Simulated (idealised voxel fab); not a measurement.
The process module that follows is named voxel lift off.
Xsec cut, 220 nm wide, square cell size 5 nm.
Just so we're on the same page, the cross-sections are grids of square cells, and they're listed out in bands top to bottom, each band one or more rows deep.
Quick guide to a band line: top height, bottom height (nm) up front; then every material left to right with its width in nm. Only one material and it's marked "all across"? Then it fills the band edge to edge. And "empty" just means empty space.
Where do heights start? At 0: under that level the wafer as delivered is made of one material only. And the lowest band has no floor; it just carries on downward, as in "0 down".
The notation "30->40" denotes a width that varies across the rows of cells in the band, beginning at the first number in the top row, finishing at the second number in the bottom row, and changing by an identical amount from each row to the next.
You'll sometimes find "no change" written for a step, and that's the way of saying that nowhere in the cross-section did a cell change during that step.
Closed-off voids of 8+ cells (no open route to the top) go in "Closed void inventory", written width x height at distance from the left edge, in nm.
Note: text after step settings on the step line = simulator remark on that step.
overlay nm: on a step with a mask, how far right of its planned place the mask lay; negative means left.

Process steps (planned):
| 1 | RECEIVE: material Si |
| 2 | CONFORMAL_DEP: material SiN, thk nm 15 |
| 3 | PATTERN: tone open, mask id LINES, material resist, width nm 25, pitch nm 40, thk nm 20, overlay nm 0 |
| 4 | DIRECTIONAL_DEP: material Ru, thk nm 5 |
| 5 | STRIP: etch materials resist |
| 6 | CONFORMAL_DEP: material SiN, thk nm 5 |

As-received wafer cross-section (after step 1):
- 0 down: Si all across
- Closed void inventory: none

What the wafer looks like in cross-section after this module, when it starts as shown above and follows the plan above but one mistake is made in running it:
- 40 to 35: 50 empty, then 35 SiN, then 5 empty, then 35 SiN, then 5 empty, then 35 SiN, then 55 empty
- 35 to 30: 55 SiN, then 25 Ru, then 15 SiN, then 25 Ru, then 15 SiN, then 25 Ru, then 60 SiN
- 30 to 0: SiN all across
- 0 down: Si all across
- Closed void inventory: none
What was the processing mistake? step 2 from the plan got run twice
